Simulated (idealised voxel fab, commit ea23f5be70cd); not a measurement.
process module | voxel air gaps
Section cut is 170 nm wide and gridded with 5 nm square cells.
If you're reading a cross-section in this doc, picture square cells in a grid; it comes to you as bands, top ones listed first down to the bottom, and a band can be one or more rows of cells.
Heads up on the band format: heights come first, top then bottom, in nm. After that it's the materials left to right, each with its width in nm. A single material flagged "throughout" fills the whole band edge to edge, and "air" means there's empty space there.
Heads up on the height convention: 0 is the point under which the incoming wafer is all one material, and the lowest band has no bottom, it just keeps going down, like "0 -> down".
It should be noted that a width expressed as "30..40" varies in equal increments from row to row of cells within the band, taking the value of the first number at the top row and that of the second number at the bottom row.
Key: "no change" - step with no changed cell in the cross-section.
What "Unvented voids" gives you is every empty space of 8 cells or more that is cut off from the top. Each appears as width x height at distance, with the distance taken from the left edge and width, height and distance all in nm.
On a step's line, text after the settings is the simulator commenting on that step.
The "overlay nm" setting may appear on a step's line; for a step that uses a mask, it gives how far to the right of its planned position the mask lay, and a negative value indicates the left.
PROCESS STEPS - PLAN
1,op RECEIVE | material Si
2,op CONFORMAL_DEP | material SiO2 | thk nm 10
3,op CONFORMAL_DEP | material SiN | thk nm 5
4,op DIRECTIONAL_DEP | material SiO2 | thk nm 40
5,op PATTERN | tone open | mask id LINES | material resist | width nm 25 | pitch nm 50 | thk nm 20 | overlay nm 0
6,op DIRECTIONAL_ETCH | etch materials SiO2 | depth nm 40
7,op STRIP | etch materials resist
8,op CONFORMAL_DEP | material TiN | thk nm 5
9,op FILL_DEP | material Cu | thk nm 5
10,op CMP | height nm 55
11,op EPI | material Ru | thk nm 10
12,op SELECTIVE_ETCH | etch materials SiO2 | depth nm 50
13,op CONFORMAL_DEP | material SiN | thk nm 5
FIRST WAFER, AS PLANNED
CROSS-SECTION OF THE WAFER UPON ARRIVAL, REPRESENTING THE STATE REACHED AFTER STEP 1
0 -> down  Si throughout
Unvented voids: none
CROSS-SECTION OF THE WAFER SUBSEQUENT TO STEP 2
10 -> 0  SiO2 throughout
Note: structure below 0 unchanged.
CROSS-SECTION OF THE WAFER SUBSEQUENT TO STEP 3
15 -> 10  SiN throughout
Note: structure below 10 unchanged.
CROSS-SECTION OF THE WAFER SUBSEQUENT TO STEP 4
55 -> 15  SiO2 throughout
Note: structure below 15 unchanged.
CROSS-SECTION OF THE WAFER SUBSEQUENT TO STEP 5
75 -> 55  resist 20 nm, then air 25 nm, then resist 25 nm, then air 25 nm, then resist 25 nm, then air 25 nm, then resist 25 nm
Note: structure below 55 unchanged.
CROSS-SECTION OF THE WAFER SUBSEQUENT TO STEP 6
75 -> 55  resist 20 nm, then air 25 nm, then resist 25 nm, then air 25 nm, then resist 25 nm, then air 25 nm, then resist 25 nm
55 -> 15  SiO2 20 nm, then air 25 nm, then SiO2 25 nm, then air 25 nm, then SiO2 25 nm, then air 25 nm, then SiO2 25 nm
Note: structure below 15 unchanged.
CROSS-SECTION OF THE WAFER SUBSEQUENT TO STEP 7
55 -> 15  SiO2 20 nm, then air 25 nm, then SiO2 25 nm, then air 25 nm, then SiO2 25 nm, then air 25 nm, then SiO2 25 nm
Note: structure below 15 unchanged.
CROSS-SECTION OF THE WAFER SUBSEQUENT TO STEP 8
60 -> 55  TiN 25 nm, then air 15 nm, then TiN 35 nm, then air 15 nm, then TiN 35 nm, then air 15 nm, then TiN 30 nm
55 -> 20  SiO2 20 nm, then TiN 5 nm, then air 15 nm, then TiN 5 nm, then SiO2 25 nm, then TiN 5 nm, then air 15 nm, then TiN 5 nm, then SiO2 25 nm, then TiN 5 nm, then air 15 nm, then TiN 5 nm, then SiO2 25 nm
20 -> 15  SiO2 20 nm, then TiN 25 nm, then SiO2 25 nm, then TiN 25 nm, then SiO2 25 nm, then TiN 25 nm, then SiO2 25 nm
Note: structure below 15 unchanged.
CROSS-SECTION OF THE WAFER SUBSEQUENT TO STEP 9
65 -> 60  Cu throughout
60 -> 55  TiN 25 nm, then Cu 15 nm, then TiN 35 nm, then Cu 15 nm, then TiN 35 nm, then Cu 15 nm, then TiN 30 nm
55 -> 20  SiO2 20 nm, then TiN 5 nm, then Cu 15 nm, then TiN 5 nm, then SiO2 25 nm, then TiN 5 nm, then Cu 15 nm, then TiN 5 nm, then SiO2 25 nm, then TiN 5 nm, then Cu 15 nm, then TiN 5 nm, then SiO2 25 nm
Note: structure below 20 unchanged.
CROSS-SECTION OF THE WAFER SUBSEQUENT TO STEP 10
55 -> 20  SiO2 20 nm, then TiN 5 nm, then Cu 15 nm, then TiN 5 nm, then SiO2 25 nm, then TiN 5 nm, then Cu 15 nm, then TiN 5 nm, then SiO2 25 nm, then TiN 5 nm, then Cu 15 nm, then TiN 5 nm, then SiO2 25 nm
Note: structure below 20 unchanged.
CROSS-SECTION OF THE WAFER SUBSEQUENT TO STEP 11
65 -> 55  air 10 nm, then Ru 45 nm, then air 5 nm, then Ru 45 nm, then air 5 nm, then Ru 45 nm, then air 15 nm
Note: structure below 55 unchanged.
CROSS-SECTION OF THE WAFER SUBSEQUENT TO STEP 12
65 -> 55  air 10 nm, then Ru 45 nm, then air 5 nm, then Ru 45 nm, then air 5 nm, then Ru 45 nm, then air 15 nm
55 -> 20  air 20 nm, then TiN 5 nm, then Cu 15 nm, then TiN 5 nm, then air 25 nm, then TiN 5 nm, then Cu 15 nm, then TiN 5 nm, then air 25 nm, then TiN 5 nm, then Cu 15 nm, then TiN 5 nm, then air 25 nm
20 -> 15  air 20 nm, then TiN 25 nm, then air 25 nm, then TiN 25 nm, then air 25 nm, then TiN 25 nm, then air 25 nm
Note: structure below 15 unchanged.
CROSS-SECTION OF THE WAFER SUBSEQUENT TO STEP 13
70 -> 65  air 5 nm, then SiN 155 nm, then air 10 nm
65 -> 55  air 5 nm, then SiN 5 nm, then Ru 45 nm, then SiN 5 nm, then Ru 45 nm, then SiN 5 nm, then Ru 45 nm, then SiN 5 nm, then air 10 nm
55 -> 50  air 5 nm, then SiN 15 nm, then TiN 5 nm, then Cu 15 nm, then TiN 5 nm, then SiN 25 nm, then TiN 5 nm, then Cu 15 nm, then TiN 5 nm, then SiN 25 nm, then TiN 5 nm, then Cu 15 nm, then TiN 5 nm, then SiN 15 nm, then air 10 nm
50 -> 20  air 15 nm, then SiN 5 nm, then TiN 5 nm, then Cu 15 nm, then TiN 5 nm, then SiN 5 nm, then air 15 nm, then SiN 5 nm, then TiN 5 nm, then Cu 15 nm, then TiN 5 nm, then SiN 5 nm, then air 15 nm, then SiN 5 nm, then TiN 5 nm, then Cu 15 nm, then TiN 5 nm, then SiN 5 nm, then air 20 nm
20 -> 15  SiN 20 nm, then TiN 25 nm, then SiN 25 nm, then TiN 25 nm, then SiN 25 nm, then TiN 25 nm, then SiN 25 nm
Note: structure below 15 unchanged.
Unvented voids: 15 x 30 at 50; 15 x 30 at 100
WAFER TWO OF THE PAIR: SAME ORIGIN, SAME PLAN, ONE ERROR DURING THE RUN; IDENTICAL TO WAFER ONE UP TO AND INCLUDING STEP 10
CROSS-SECTIONAL REPRESENTATION OF THE SECOND WAFER AT THE TIME DESIGNATED IN THE PLAN FOR THE COMPLETION OF STEP 11
75 -> 55  Ru 165 nm, then air 5 nm
Note: structure below 55 unchanged.
CROSS-SECTIONAL REPRESENTATION OF THE SECOND WAFER AT THE TIME DESIGNATED IN THE PLAN FOR THE COMPLETION OF STEP 12
75 -> 55  Ru 165 nm, then air 5 nm
55 -> 20  SiO2 20 nm, then TiN 5 nm, then Cu 15 nm, then TiN 5 nm, then SiO2 25 nm, then TiN 5 nm, then Cu 15 nm, then TiN 5 nm, then SiO2 25 nm, then TiN 5 nm, then Cu 15 nm, then TiN 5 nm, then air 25 nm
20 -> 15  SiO2 20 nm, then TiN 25 nm, then SiO2 25 nm, then TiN 25 nm, then SiO2 25 nm, then TiN 25 nm, then air 25 nm
Note: structure below 15 unchanged.
CROSS-SECTIONAL REPRESENTATION OF THE SECOND WAFER AT THE TIME DESIGNATED IN THE PLAN FOR THE COMPLETION OF STEP 13
80 -> 75  SiN throughout
75 -> 55  Ru 165 nm, then SiN 5 nm
55 -> 50  SiO2 20 nm, then TiN 5 nm, then Cu 15 nm, then TiN 5 nm, then SiO2 25 nm, then TiN 5 nm, then Cu 15 nm, then TiN 5 nm, then SiO2 25 nm, then TiN 5 nm, then Cu 15 nm, then TiN 5 nm, then SiN 25 nm
50 -> 20  SiO2 20 nm, then TiN 5 nm, then Cu 15 nm, then TiN 5 nm, then SiO2 25 nm, then TiN 5 nm, then Cu 15 nm, then TiN 5 nm, then SiO2 25 nm, then TiN 5 nm, then Cu 15 nm, then TiN 5 nm, then SiN 5 nm, then air 20 nm
20 -> 15  SiO2 20 nm, then TiN 25 nm, then SiO2 25 nm, then TiN 25 nm, then SiO2 25 nm, then TiN 25 nm, then SiN 25 nm
Note: structure below 15 unchanged.
Unvented voids: 20 x 30 at 150
Deviation noted in wafer processing: step 11 of the plan saw execution twice
Counted in cells at the end, the second wafer holds more or fewer of these materials than the first: Ru: 78 more, SiN: 56 fewer, SiO2: 112 more
Final closed voids: first wafer 2, second wafer 1.
